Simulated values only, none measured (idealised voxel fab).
process module | voxel wiring stack
cross-section cut | 215 nm wide | cells 5 nm
A cross-section is a grid of square cells, given in bands from the top down. A band is one or more rows of cells.
Each band's line starts with the height of the band's top and of its bottom, in nm. Then come its materials from left to right, each with its width in nm. One material with "throughout" fills the band from edge to edge. "air" is empty space.
Height 0 is the level under which the wafer as received is all one material. The lowest band goes on downwards, as in "0 down".
A width such as "30 to 40" changes by the same amount from each row of cells to the next, from the band's top row to its bottom row.
"no change" after a step means that no cell of the cross-section changed.
closed voids: empty space of 8 cells or more with no open way to the top, each as width x height at its distance from the left edge, in nm
after a step's settings: what the simulator itself notes on the step
overlay nm, on a step with a mask: how far to the right of its planned place the mask lay; to the left if negative
plan
1 op RECEIVE | material Si
2 op CONFORMAL_DEP | material SiO2 | thk nm 15
3 op DIRECTIONAL_DEP | material TiN | thk nm 5
4 op DIRECTIONAL_DEP | material Ru | thk nm 20
5 op PATTERN | tone cover | mask id METAL_1 | material resist | width nm 20 | pitch nm 45 | thk nm 15 | overlay nm 0
6 op DIRECTIONAL_ETCH | etch materials Ru | depth nm 20
7 op DIRECTIONAL_ETCH | etch materials TiN | depth nm 5
8 op STRIP | etch materials resist
9 op FILL_DEP | material lowk | thk nm 5
10 op CMP | height nm 40
11 op CONFORMAL_DEP | material SiCN | thk nm 5
12 op DIRECTIONAL_DEP | material SiO2 | thk nm 35
13 op PATTERN | tone open | mask id METAL_2 | material resist | width nm 20 | pitch nm 45 | thk nm 20 | overlay nm 0
14 op DIRECTIONAL_ETCH | etch materials SiO2 | depth nm 20
15 op STRIP | etch materials resist
16 op DIRECTIONAL_DEP | material aC | thk nm 15
17 op PATTERN | tone open | mask id METAL_2_HOLES | material resist | width nm 15 | pitch nm 90 | thk nm 35 | overlay nm 0
18 op DIRECTIONAL_ETCH | etch materials aC | depth nm 15
19 op STRIP | etch materials resist
20 op DIRECTIONAL_ETCH | etch materials SiO2 | depth nm 15
21 op DIRECTIONAL_ETCH | etch materials SiCN | depth nm 5
22 op STRIP | etch materials aC
23 op CONFORMAL_DEP | material TiN | thk nm 5
24 op FILL_DEP | material Cu | thk nm 5
25 op CMP | height nm 80
26 op CONFORMAL_DEP | material SiN | thk nm 5
as received, after step 1
  0 down: Si throughout
  closed voids: none
first wafer at the end, as planned
  85 to 80: SiN throughout
  80 to 65: SiO2 30 | TiN 5 | Cu 10 | TiN 5 | SiO2 25 | TiN 5 | Cu 10 | TiN 5 | SiO2 25 | TiN 5 | Cu 10 | TiN 5 | SiO2 25 | TiN 5 | Cu 10 | TiN 5 | SiO2 30
  65 to 60: SiO2 30 | TiN 5 | Cu 5 | TiN 10 | SiO2 25 | TiN 20 | SiO2 25 | TiN 5 | Cu 5 | TiN 10 | SiO2 25 | TiN 20 | SiO2 30
  60 to 45: SiO2 30 | TiN 5 | Cu 5 | TiN 5 | SiO2 75 | TiN 5 | Cu 5 | TiN 5 | SiO2 80
  45 to 40: SiCN 30 | TiN 15 | SiCN 75 | TiN 15 | SiCN 80
  40 to 20: lowk 30 | Ru 20 | lowk 25 | Ru 20 | lowk 25 | Ru 20 | lowk 25 | Ru 20 | lowk 30
  20 to 15: lowk 30 | TiN 20 | lowk 25 | TiN 20 | lowk 25 | TiN 20 | lowk 25 | TiN 20 | lowk 30
  15 to 0: SiO2 throughout
  0 down: Si throughout
  closed voids: none
second wafer at the end: like start, like plan, one mistake
  85 to 80: SiN throughout
  80 to 65: SiO2 30 | TiN 5 | Cu 10 | TiN 5 | SiO2 25 | TiN 5 | Cu 10 | TiN 5 | SiO2 25 | TiN 5 | Cu 10 | TiN 5 | SiO2 25 | TiN 5 | Cu 10 | TiN 5 | SiO2 30
  65 to 60: SiO2 30 | TiN 10 | Cu 5 | TiN 5 | SiO2 25 | TiN 20 | SiO2 25 | TiN 10 | Cu 5 | TiN 5 | SiO2 25 | TiN 20 | SiO2 30
  60 to 45: SiO2 35 | TiN 5 | Cu 5 | TiN 5 | SiO2 75 | TiN 5 | Cu 5 | TiN 5 | SiO2 75
  45 to 40: SiCN 35 | TiN 15 | SiCN 75 | TiN 15 | SiCN 75
  40 to 20: lowk 30 | Ru 20 | lowk 25 | Ru 20 | lowk 25 | Ru 20 | lowk 25 | Ru 20 | lowk 30
  20 to 15: lowk 30 | TiN 20 | lowk 25 | TiN 20 | lowk 25 | TiN 20 | lowk 25 | TiN 20 | lowk 30
  15 to 0: SiO2 throughout
  0 down: Si throughout
  closed voids: none
what went wrong: step 17 ran as: op PATTERN | tone open | mask id METAL_2_HOLES | material resist | width nm 15 | pitch nm 90 | thk nm 35 | overlay nm 5
at the end the second wafer has, in cells: as many of each material as the first, in other places
